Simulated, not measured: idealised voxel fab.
The following process module bears the name voxel fin reveal.
FYI the section here is cut, 295 nm wide, cells are 5 nm squares.
Bands, listed from the top down, are how a cross-section gets written in this document; the cross-section itself is a grid of square cells, and a band is one or more rows of them.
The band entry comprises the height of the band's top followed by the height of its bottom, expressed in nm, and subsequently the band's materials from left to right, each stated together with its width in nm. Where a single material is marked with the word "edge to edge", that material fills the band from edge to edge. The word "blank" represents empty space.
Zero point of the height axis is 0; under it, received wafer = one material. Lowest band: continues down indefinitely, "z 0 and below".
The two numbers in a width such as "30 to 40" mark its ends across the band: the first belongs to the top row of cells, the second to the bottom row, and from each row to the next the width moves by the same amount.
For the purposes of this document, the phrase "no change occurred" attached to a step denotes that no cell within the cross-section was modified by that step.
Closed empty spaces (no open way to the top) of 8 cells or more are what "Fully sealed cavities" lists, each as width x height at distance from the left edge, nm for all three.
Past the settings on a step's line: simulator remark, on that step.
For masked steps, "overlay nm" on the step line gives how far right of plan the mask actually lay; a minus sign means it lay to the left.

## This section lists the process steps that were planned
1) RECEIVE [material Si]
2) CONFORMAL_DEP [material SiN] [thk nm 10]
3) DIRECTIONAL_DEP [material aC] [thk nm 10]
4) PATTERN [tone cover] [mask id FINS] [material resist] [width nm 15] [pitch nm 45] [thk nm 30] [overlay nm 0]
5) DIRECTIONAL_ETCH [etch materials aC] [depth nm 10]
6) STRIP [etch materials resist]
7) DIRECTIONAL_ETCH [etch materials SiN] [depth nm 10]
8) DIRECTIONAL_ETCH [etch materials Si] [depth nm 40]
9) STRIP [etch materials aC]
10) FILL_DEP [material SiO2] [thk nm 5]
11) CMP [height nm 10]
12) SELECTIVE_ETCH [etch materials SiO2] [depth nm 25]
13) STRIP [etch materials SiN]

## Received-state cross-section, reflecting completion of step 1
  z 0 and below: Si edge to edge
  Fully sealed cavities: none

## Cross-sectional view of the first of the two wafers upon completion of the module, processed in accordance with the plan
  z 0 to -15: blank 70 / Si 15 / blank 30 / Si 15 / blank 30 / Si 15 / blank 30 / Si 15 / blank 75
  z -15 to -40: SiO2 70 / Si 15 / SiO2 30 / Si 15 / SiO2 30 / Si 15 / SiO2 30 / Si 15 / SiO2 75
  z -40 and below: Si edge to edge
  Fully sealed cavities: none

## What the second wafer looks like in cross-section once the module is done. Its start and its plan matched the first wafer's exactly; what differed was one mistake in how it was run
  z 0 to -15: blank 70 / Si 20 / blank 25 / Si 20 / blank 25 / Si 20 / blank 25 / Si 20 / blank 70
  z -15 to -40: SiO2 70 / Si 20 / SiO2 25 / Si 20 / SiO2 25 / Si 20 / SiO2 25 / Si 20 / SiO2 70
  z -40 and below: Si edge to edge
  Fully sealed cavities: none
The plan and the run diverged here: not per plan at step 4, really ran PATTERN [tone cover] [mask id FINS] [material resist] [width nm 20] [pitch nm 45] [thk nm 30] [overlay nm 0]
Final comparison by cell count, materials where the second wafer has more or fewer than the first: Si +32, SiO2 -20
